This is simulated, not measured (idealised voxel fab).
Herein follows the process module entitled voxel self aligned vias.
It is cross-section cut that appears here, measuring 255 nm in width, its square cells being 5 nm in size.
Square cells in a grid make up a cross-section in this document, and the grid is given as bands, listed from the top down, each one or more rows of cells.
Heads up on the band format: heights come first, top then bottom, in nm. After that it's the materials left to right, each with its width in nm. A single material flagged "everywhere" fills the whole band edge to edge, and "empty" means there's empty space there.
The level at which height equals 0 is the one under which the wafer, as it arrives, is entirely one material. No lower edge exists for the bottom band, which continues downward and is notated as in "0 and below".
Think of "30..40" as a width that walks from the first number to the second as you go down the band, top row to bottom row, taking equal-sized steps from row to row.
"everything unchanged" after a step means that no cell of the cross-section changed.
Empty spaces without an open route to the top, at least 8 cells in extent, make up the entry "Non-vented voids"; each is given as width x height at distance, where the distance is measured from the left edge, and all are in nm.
What comes after the settings on a step's line is commentary from the simulator itself on that step.
A step line may carry the setting "overlay nm", which, for steps involving a mask, states the distance by which the mask lay to the right of its intended position; negative values denote displacement to the left.

Process steps (planned):
1. RECEIVE [material Si]
2. CONFORMAL_DEP [material SiO2] [thk nm 10]
3. CONFORMAL_DEP [material SiCN] [thk nm 5]
4. DIRECTIONAL_DEP [material lowk] [thk nm 30]
5. PATTERN [tone open] [mask id LINES] [material resist] [width nm 25] [pitch nm 70] [thk nm 15] [overlay nm 0]
6. DIRECTIONAL_ETCH [etch materials lowk] [depth nm 30]
7. STRIP [etch materials resist]
8. CONFORMAL_DEP [material TiN] [thk nm 5]
9. FILL_DEP [material Ru] [thk nm 5]
10. CMP [height nm 45]
11. SELECTIVE_ETCH [etch materials W Ru TiN] [depth nm 5]
12. FILL_DEP [material SiN] [thk nm 10]
13. CMP [height nm 45]
14. DIRECTIONAL_DEP [material lowk] [thk nm 15]
15. DIRECTIONAL_DEP [material aC] [thk nm 10]
16. PATTERN [tone open] [mask id VIAS] [material resist] [width nm 45] [thk nm 30] [overlay nm 0]
17. DIRECTIONAL_ETCH [etch materials aC] [depth nm 10]
18. STRIP [etch materials resist]
19. DIRECTIONAL_ETCH [etch materials lowk] [depth nm 15]
20. DIRECTIONAL_ETCH [etch materials SiN] [depth nm 5]
21. STRIP [etch materials aC]
22. CONFORMAL_DEP [material TiN] [thk nm 5]
23. FILL_DEP [material Ru] [thk nm 5]
24. CMP [height nm 60]
25. CONFORMAL_DEP [material SiN] [thk nm 5]

Cross-section: wafer on arrival = after step 1:
  0 and below = Si everywhere
  Non-vented voids: none

Module complete - cross-section of the first of two wafers, run according to plan:
  65 down to 60 = SiN everywhere
  60 down to 50 = 70 lowk | 5 TiN | 35 Ru | 5 TiN | 140 lowk
  50 down to 45 = 70 lowk | 15 TiN | 15 Ru | 15 TiN | 140 lowk
  45 down to 40 = 80 lowk | 25 TiN | 45 lowk | 25 SiN | 80 lowk
  40 down to 20 = 80 lowk | 5 TiN | 15 Ru | 5 TiN | 45 lowk | 5 TiN | 15 Ru | 5 TiN | 80 lowk
  20 down to 15 = 80 lowk | 25 TiN | 45 lowk | 25 TiN | 80 lowk
  15 down to 10 = SiCN everywhere
  10 down to 0 = SiO2 everywhere
  0 and below = Si everywhere
  Non-vented voids: none

So this is wafer number two of the two, cut at the end of the module - it started where the first did and had the same plan, we just got one thing wrong running it:
  65 down to 60 = SiN everywhere
  60 down to 50 = 70 lowk | 5 TiN | 35 Ru | 5 TiN | 140 lowk
  50 down to 45 = 70 lowk | 45 TiN | 140 lowk
  45 down to 40 = 70 SiN | 10 TiN | 25 lowk | 10 TiN | 35 SiN | 25 lowk | 80 SiN
  40 down to 20 = 75 Ru | 5 TiN | 25 lowk | 5 TiN | 35 Ru | 5 TiN | 25 lowk | 5 TiN | 75 Ru
  20 down to 15 = 80 TiN | 25 lowk | 45 TiN | 25 lowk | 80 TiN
  15 down to 10 = SiCN everywhere
  10 down to 0 = SiO2 everywhere
  0 and below = Si everywhere
  Non-vented voids: none
Against the plan, the run slipped here: heads up, step 5 didn't go per plan, it actually ran as PATTERN [tone cover] [mask id LINES] [material resist] [width nm 25] [pitch nm 70] [thk nm 15] [overlay nm 0]
At the finish, the second wafer shows more or fewer cells for some materials than the first does: +121 Ru, +32 SiN, +33 TiN, -186 lowk
